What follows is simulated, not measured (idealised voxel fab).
Process module under the name voxel local oxidation
Pictured: cross-section cut, 270 nm wide, on a grid of 5 nm square cells.
Reading order for cross-sections: top band down to bottom band. Underlying form: a grid of square cells. Band size: one or more rows of cells.
For a band, the entry starts with two heights in nm, that of the top and then that of the bottom, and carries on with the band's materials in order from left to right, each alongside its width in nm; the word "throughout" beside a single material means it fills the band edge to edge, and "empty" means empty space.
Heights are reckoned from 0. Under this level, the received wafer is all of one material. The bottommost band is open-ended downward, for example "0 down".
Think of "30->40" as a width that walks from the first number to the second as you go down the band, top row to bottom row, taking equal-sized steps from row to row.
"remained the same", as given for a step, is the statement that not any cell of the cross-section underwent a change during that step.
The list in "Sealed-off cavities" covers empty spaces of 8 cells or more that cannot reach the top through any open way, and it gives each as width x height at distance; the distance is from the left edge, and width, height and distance are in nm.
The remark found on a step's line after its settings is issued by the simulator itself and pertains to that step.
The optional step-line setting "overlay nm" applies to steps with a mask and quantifies how far to the right of its planned location the mask lay, a negative value indicating leftward placement.
Below you will find pairs of cross-sections. In each, one shows the wafer before one process step and the other after it, with the after view ending at the lowest band that changed. Under each pair is the step separating them, along with its settings. Do not assume the pairs form a chain: they can come from different runs of this module on the same starting wafer, and a pair continues from the pair above it only when its "Incoming profile" entry says so.

Incoming profile
    0 down | Si throughout
    Sealed-off cavities: none

Result of Step
    0 to -5 | SiO2 throughout
    below -5: unchanged
    Sealed-off cavities: none
As a process note, the step between the before and after cross-sections shown above is OXIDIZE | depth nm 5

Incoming profile: The pre-step condition corresponds to the post-step cross-section depicted in the pair directly above.

Result of Step
    10 to 0 | SiN throughout
    below 0: unchanged
    Sealed-off cavities: none
As a process note, the step between the before and after cross-sections shown above is CONFORMAL_DEP | material SiN | thk nm 10

Incoming profile: The pre-step condition corresponds to the post-step cross-section depicted in the pair directly above.

Result of Step
    25 to 10 | aC throughout
    below 10: unchanged
    Sealed-off cavities: none
As a process note, the step between the before and after cross-sections shown above is DIRECTIONAL_DEP | material aC | thk nm 15

Incoming profile: The pre-step condition corresponds to the post-step cross-section depicted in the pair directly above.

Result of Step
    55 to 25 | empty=75 | resist=120 | empty=75
    below 25: unchanged
    Sealed-off cavities: none
As a process note, the step between the before and after cross-sections shown above is PATTERN | tone cover | mask id ACTIVE | material resist | width nm 120 | thk nm 30 | overlay nm 0

Incoming profile: The pre-step condition corresponds to the post-step cross-section depicted in the pair directly above.

Result of Step
    40 to 25 | empty=75 | resist=120 | empty=75
    25 to 10 | empty=75 | aC=120 | empty=75
    below 10: unchanged
    Sealed-off cavities: none
As a process note, the step between the before and after cross-sections shown above is DIRECTIONAL_ETCH | etch materials aC | depth nm 15

Incoming profile: The pre-step condition corresponds to the post-step cross-section depicted in the pair directly above.

Result of Step
    25 to 10 | empty=75 | aC=120 | empty=75
    below 10: unchanged
    Sealed-off cavities: none
As a process note, the step between the before and after cross-sections shown above is STRIP | etch materials resist

Incoming profile: The pre-step condition corresponds to the post-step cross-section depicted in the pair directly above.

Result of Step
    25 to 10 | empty=75 | aC=120 | empty=75
    10 to 0 | empty=75 | SiN=120 | empty=75
    below 0: unchanged
    Sealed-off cavities: none
As a process note, the step between the before and after cross-sections shown above is DIRECTIONAL_ETCH | etch materials SiN | depth nm 10

Incoming profile: The pre-step condition corresponds to the post-step cross-section depicted in the pair directly above.

Result of Step
    10 to 0 | empty=75 | SiN=120 | empty=75
    below 0: unchanged
    Sealed-off cavities: none
As a process note, the step between the before and after cross-sections shown above is STRIP | etch materials aC

Incoming profile: The pre-step condition corresponds to the post-step cross-section depicted in the pair directly above.

Result of Step
    10 to 0 | empty=75 | SiN=120 | empty=75
    0 to -5 | empty=80 | SiO2=110 | empty=80
    below -5: unchanged
    Sealed-off cavities: none
As a process note, the step between the before and after cross-sections shown above is SELECTIVE_ETCH | etch materials SiO2 | depth nm 5

Incoming profile: The pre-step condition corresponds to the post-step cross-section depicted in the pair directly above.

Result of Step
    10 to 0 | empty=75 | SiN=120 | empty=75
    0 to -5 | empty=80 | SiO2=110 | empty=80
    -5 to -15 | SiO2=90 | Si=90 | SiO2=90
    below -15: unchanged
    Sealed-off cavities: none
As a process note, the step between the before and after cross-sections shown above is OXIDIZE | depth nm 10

Incoming profile: The pre-step condition corresponds to the post-step cross-section depicted in the pair directly above.

Result of Step
    0 to -5 | empty=80 | SiO2=110 | empty=80
    below -5: unchanged
    Sealed-off cavities: none
As a process note, the step between the before and after cross-sections shown above is STRIP | etch materials SiN

Incoming profile
    40 to 25 | empty=75 | resist=120 | empty=75
    25 to 10 | empty=75 | aC=120 | empty=75
    10 to 0 | SiN throughout
    0 to -5 | SiO2 throughout
    -5 down | Si throughout
    Sealed-off cavities: none

Result of Step
    40 to 25 | empty=75 | resist=120 | empty=75
    25 to 10 | empty=75 | aC=120 | empty=75
    10 to 0 | empty=75 | SiN=120 | empty=75
    below 0: unchanged
    Sealed-off cavities: none
As a process note, the step between the before and after cross-sections shown above is DIRECTIONAL_ETCH | etch materials SiN | depth nm 10

Incoming profile: The pre-step condition corresponds to the post-step cross-section depicted in the pair directly above.

Result of Step
    10 to 0 | empty=75 | SiN=120 | empty=75
    below 0: unchanged
    Sealed-off cavities: none
As a process note, the step between the before and after cross-sections shown above is STRIP | etch materials aC

Incoming profile
    40 to 25 | empty=75 | resist=120 | empty=75
    25 to 10 | empty=75 | aC=120 | empty=75
    10 to 0 | empty=75 | SiN=120 | empty=75
    0 to -5 | SiO2 throughout
    -5 down | Si throughout
    Sealed-off cavities: none

Result of Step
    25 to 10 | empty=75 | aC=120 | empty=75
    below 10: unchanged
    Sealed-off cavities: none
As a process note, the step between the before and after cross-sections shown above is STRIP | etch materials resist

Incoming profile
    0 down | Si throughout
    Sealed-off cavities: none

Result of Step
    0 to -10 | SiO2 throughout
    below -10: unchanged
    Sealed-off cavities: none
As a process note, the step between the before and after cross-sections shown above is OXIDIZE | depth nm 10

Incoming profile: The pre-step condition corresponds to the post-step cross-section depicted in the pair directly above.

Result of Step
    10 to 0 | SiN throughout
    below 0: unchanged
    Sealed-off cavities: none
As a process note, the step between the before and after cross-sections shown above is CONFORMAL_DEP | material SiN | thk nm 10

Incoming profile: The pre-step condition corresponds to the post-step cross-section depicted in the pair directly above.

Result of Step
    25 to 10 | aC throughout
    below 10: unchanged
    Sealed-off cavities: none
As a process note, the step between the before and after cross-sections shown above is DIRECTIONAL_DEP | material aC | thk nm 15

Incoming profile: The pre-step condition corresponds to the post-step cross-section depicted in the pair directly above.

Result of Step
    55 to 25 | empty=75 | resist=120 | empty=75
    below 25: unchanged
    Sealed-off cavities: none
As a process note, the step between the before and after cross-sections shown above is PATTERN | tone cover | mask id ACTIVE | material resist | width nm 120 | thk nm 30 | overlay nm 0

Incoming profile: The pre-step condition corresponds to the post-step cross-section depicted in the pair directly above.

Result of Step
    40 to 25 | empty=75 | resist=120 | empty=75
    25 to 10 | empty=75 | aC=120 | empty=75
    below 10: unchanged
    Sealed-off cavities: none
As a process note, the step between the before and after cross-sections shown above is DIRECTIONAL_ETCH | etch materials aC | depth nm 15

Incoming profile: The pre-step condition corresponds to the post-step cross-section depicted in the pair directly above.

Result of Step
    25 to 10 | empty=75 | aC=120 | empty=75
    below 10: unchanged
    Sealed-off cavities: none
As a process note, the step between the before and after cross-sections shown above is STRIP | etch materials resist

Incoming profile: The pre-step condition corresponds to the post-step cross-section depicted in the pair directly above.

Result of Step
    25 to 10 | empty=75 | aC=120 | empty=75
    10 to 0 | empty=75 | SiN=120 | empty=75
    below 0: unchanged
    Sealed-off cavities: none
As a process note, the step between the before and after cross-sections shown above is DIRECTIONAL_ETCH | etch materials SiN | depth nm 10

Incoming profile: The pre-step condition corresponds to the post-step cross-section depicted in the pair directly above.

Result of Step
    10 to 0 | empty=75 | SiN=120 | empty=75
    below 0: unchanged
    Sealed-off cavities: none
As a process note, the step between the before and after cross-sections shown above is STRIP | etch materials aC

Incoming profile: The pre-step condition corresponds to the post-step cross-section depicted in the pair directly above.

Result of Step
    10 to 0 | empty=75 | SiN=120 | empty=75
    0 to -5 | empty=80 | SiO2=110 | empty=80
    below -5: unchanged
    Sealed-off cavities: none
As a process note, the step between the before and after cross-sections shown above is SELECTIVE_ETCH | etch materials SiO2 | depth nm 5

Incoming profile: The pre-step condition corresponds to the post-step cross-section depicted in the pair directly above.

Result of Step
    0 to -5 | empty=80 | SiO2=110 | empty=80
    below -5: unchanged
    Sealed-off cavities: none
As a process note, the step between the before and after cross-sections shown above is STRIP | etch materials SiN

Incoming profile
    25 to 10 | aC throughout
    10 to 0 | SiN throughout
    0 to -5 | SiO2 throughout
    -5 down | Si throughout
    Sealed-off cavities: none

Result of Step
    55 to 25 | empty=75 | resist=125 | empty=70
    below 25: unchanged
    Sealed-off cavities: none
As a process note, the step between the before and after cross-sections shown above is PATTERN | tone cover | mask id ACTIVE | material resist | width nm 125 | thk nm 30 | overlay nm 0

Incoming profile: The pre-step condition corresponds to the post-step cross-section depicted in the pair directly above.

Result of Step
    40 to 25 | empty=75 | resist=125 | empty=70
    25 to 10 | empty=75 | aC=125 | empty=70
    below 10: unchanged
    Sealed-off cavities: none
As a process note, the step between the before and after cross-sections shown above is DIRECTIONAL_ETCH | etch materials aC | depth nm 15

Incoming profile: The pre-step condition corresponds to the post-step cross-section depicted in the pair directly above.

Result of Step
    25 to 10 | empty=75 | aC=125 | empty=70
    below 10: unchanged
    Sealed-off cavities: none
As a process note, the step between the before and after cross-sections shown above is STRIP | etch materials resist

Incoming profile: The pre-step condition corresponds to the post-step cross-section depicted in the pair directly above.

Result of Step
    25 to 10 | empty=75 | aC=125 | empty=70
    10 to 0 | empty=75 | SiN=125 | empty=70
    below 0: unchanged
    Sealed-off cavities: none
As a process note, the step between the before and after cross-sections shown above is DIRECTIONAL_ETCH | etch materials SiN | depth nm 10

Incoming profile: The pre-step condition corresponds to the post-step cross-section depicted in the pair directly above.

Result of Step
    10 to 0 | empty=75 | SiN=125 | empty=70
    below 0: unchanged
    Sealed-off cavities: none
As a process note, the step between the before and after cross-sections shown above is STRIP | etch materials aC

Incoming profile: The pre-step condition corresponds to the post-step cross-section depicted in the pair directly above.

Result of Step
    10 to 0 | empty=75 | SiN=125 | empty=70
    0 to -5 | empty=80 | SiO2=115 | empty=75
    below -5: unchanged
    Sealed-off cavities: none
As a process note, the step between the before and after cross-sections shown above is SELECTIVE_ETCH | etch materials SiO2 | depth nm 5

Incoming profile: The pre-step condition corresponds to the post-step cross-section depicted in the pair directly above.

Result of Step
    10 to 0 | empty=75 | SiN=125 | empty=70
    0 to -5 | empty=80 | SiO2=115 | empty=75
    -5 to -15 | SiO2=90 | Si=95 | SiO2=85
    below -15: unchanged
    Sealed-off cavities: none
As a process note, the step between the before and after cross-sections shown above is OXIDIZE | depth nm 10

Incoming profile: The pre-step condition corresponds to the post-step cross-section depicted in the pair directly above.

Result of Step
    0 to -5 | empty=80 | SiO2=115 | empty=75
    below -5: unchanged
    Sealed-off cavities: none
As a process note, the step between the before and after cross-sections shown above is STRIP | etch materials SiN

Incoming profile
    25 to 10 | aC throughout
    10 to 0 | SiN throughout
    0 to -5 | SiO2 throughout
    -5 down | Si throughout
    Sealed-off cavities: none

Result of Step
    55 to 25 | empty=80 | resist=120 | empty=70
    below 25: unchanged
    Sealed-off cavities: none
As a process note, the step between the before and after cross-sections shown above is PATTERN | tone cover | mask id ACTIVE | material resist | width nm 120 | thk nm 30 | overlay nm 5

Incoming profile: The pre-step condition corresponds to the post-step cross-section depicted in the pair directly above.

Result of Step
    40 to 25 | empty=80 | resist=120 | empty=70
    25 to 10 | empty=80 | aC=120 | empty=70
    below 10: unchanged
    Sealed-off cavities: none
As a process note, the step between the before and after cross-sections shown above is DIRECTIONAL_ETCH | etch materials aC | depth nm 15

Incoming profile: The pre-step condition corresponds to the post-step cross-section depicted in the pair directly above.

Result of Step
    25 to 10 | empty=80 | aC=120 | empty=70
    below 10: unchanged
    Sealed-off cavities: none
As a process note, the step between the before and after cross-sections shown above is STRIP | etch materials resist

Incoming profile: The pre-step condition corresponds to the post-step cross-section depicted in the pair directly above.

Result of Step
    25 to 10 | empty=80 | aC=120 | empty=70
    10 to 0 | empty=80 | SiN=120 | empty=70
    below 0: unchanged
    Sealed-off cavities: none
As a process note, the step between the before and after cross-sections shown above is DIRECTIONAL_ETCH | etch materials SiN | depth nm 10

Incoming profile: The pre-step condition corresponds to the post-step cross-section depicted in the pair directly above.

Result of Step
    10 to 0 | empty=80 | SiN=120 | empty=70
    below 0: unchanged
    Sealed-off cavities: none
As a process note, the step between the before and after cross-sections shown above is STRIP | etch materials aC

Incoming profile: The pre-step condition corresponds to the post-step cross-section depicted in the pair directly above.

Result of Step
    10 to 0 | empty=80 | SiN=120 | empty=70
    0 to -5 | empty=85 | SiO2=110 | empty=75
    below -5: unchanged
    Sealed-off cavities: none
As a process note, the step between the before and after cross-sections shown above is SELECTIVE_ETCH | etch materials SiO2 | depth nm 5

Incoming profile: The pre-step condition corresponds to the post-step cross-section depicted in the pair directly above.

Result of Step
    10 to 0 | empty=80 | SiN=120 | empty=70
    0 to -5 | empty=85 | SiO2=110 | empty=75
    -5 to -15 | SiO2=95 | Si=90 | SiO2=85
    below -15: unchanged
    Sealed-off cavities: none
As a process note, the step between the before and after cross-sections shown above is OXIDIZE | depth nm 10

Incoming profile: The pre-step condition corresponds to the post-step cross-section depicted in the pair directly above.

Result of Step
    0 to -5 | empty=85 | SiO2=110 | empty=75
    below -5: unchanged
    Sealed-off cavities: none
As a process note, the step between the before and after cross-sections shown above is STRIP | etch materials SiN

Incoming profile
    10 to 0 | empty=75 | SiN=120 | empty=75
    0 to -5 | empty=80 | SiO2=110 | empty=80
    -5 to -15 | SiO2=90 | Si=90 | SiO2=90
    -15 down | Si throughout
    Sealed-off cavities: none

Result of Step
    -5 to -15 | empty=90 | Si=90 | empty=90
    below -15: unchanged
    Sealed-off cavities: none
As a process note, the step between the before and after cross-sections shown above is STRIP | etch materials SiO2

Incoming profile
    25 to 10 | aC throughout
    10 to 0 | SiN throughout
    0 to -5 | SiO2 throughout
    -5 down | Si throughout
    Sealed-off cavities: none

Result of Step
    55 to 25 | resist=75 | empty=120 | resist=75
    below 25: unchanged
    Sealed-off cavities: none
As a process note, the step between the before and after cross-sections shown above is PATTERN | tone open | mask id ACTIVE | material resist | width nm 120 | thk nm 30 | overlay nm 0

Incoming profile: The pre-step condition corresponds to the post-step cross-section depicted in the pair directly above.

Result of Step
    40 to 25 | resist=75 | empty=120 | resist=75
    25 to 10 | aC=75 | empty=120 | aC=75
    below 10: unchanged
    Sealed-off cavities: none
As a process note, the step between the before and after cross-sections shown above is DIRECTIONAL_ETCH | etch materials aC | depth nm 15

Incoming profile: The pre-step condition corresponds to the post-step cross-section depicted in the pair directly above.

Result of Step
    25 to 10 | aC=75 | empty=120 | aC=75
    below 10: unchanged
    Sealed-off cavities: none
As a process note, the step between the before and after cross-sections shown above is STRIP | etch materials resist

Incoming profile: The pre-step condition corresponds to the post-step cross-section depicted in the pair directly above.

Result of Step
    25 to 10 | aC=75 | empty=120 | aC=75
    10 to 0 | SiN=75 | empty=120 | SiN=75
    below 0: unchanged
    Sealed-off cavities: none
As a process note, the step between the before and after cross-sections shown above is DIRECTIONAL_ETCH | etch materials SiN | depth nm 10

Incoming profile: The pre-step condition corresponds to the post-step cross-section depicted in the pair directly above.

Result of Step
    10 to 0 | SiN=75 | empty=120 | SiN=75
    below 0: unchanged
    Sealed-off cavities: none
As a process note, the step between the before and after cross-sections shown above is STRIP | etch materials aC

Incoming profile: The pre-step condition corresponds to the post-step cross-section depicted in the pair directly above.

Result of Step
    10 to 0 | SiN=75 | empty=120 | SiN=75
    0 to -5 | SiO2=70 | empty=130 | SiO2=70
    below -5: unchanged
    Sealed-off cavities: none
As a process note, the step between the before and after cross-sections shown above is SELECTIVE_ETCH | etch materials SiO2 | depth nm 5

Incoming profile: The pre-step condition corresponds to the post-step cross-section depicted in the pair directly above.

Result of Step
    10 to 0 | SiN=75 | empty=120 | SiN=75
    0 to -5 | SiO2=70 | empty=130 | SiO2=70
    -5 to -15 | Si=60 | SiO2=150 | Si=60
    below -15: unchanged
    Sealed-off cavities: none
As a process note, the step between the before and after cross-sections shown above is OXIDIZE | depth nm 10

Incoming profile: The pre-step condition corresponds to the post-step cross-section depicted in the pair directly above.

Result of Step
    0 to -5 | SiO2=70 | empty=130 | SiO2=70
    below -5: unchanged
    Sealed-off cavities: none
As a process note, the step between the before and after cross-sections shown above is STRIP | etch materials SiN
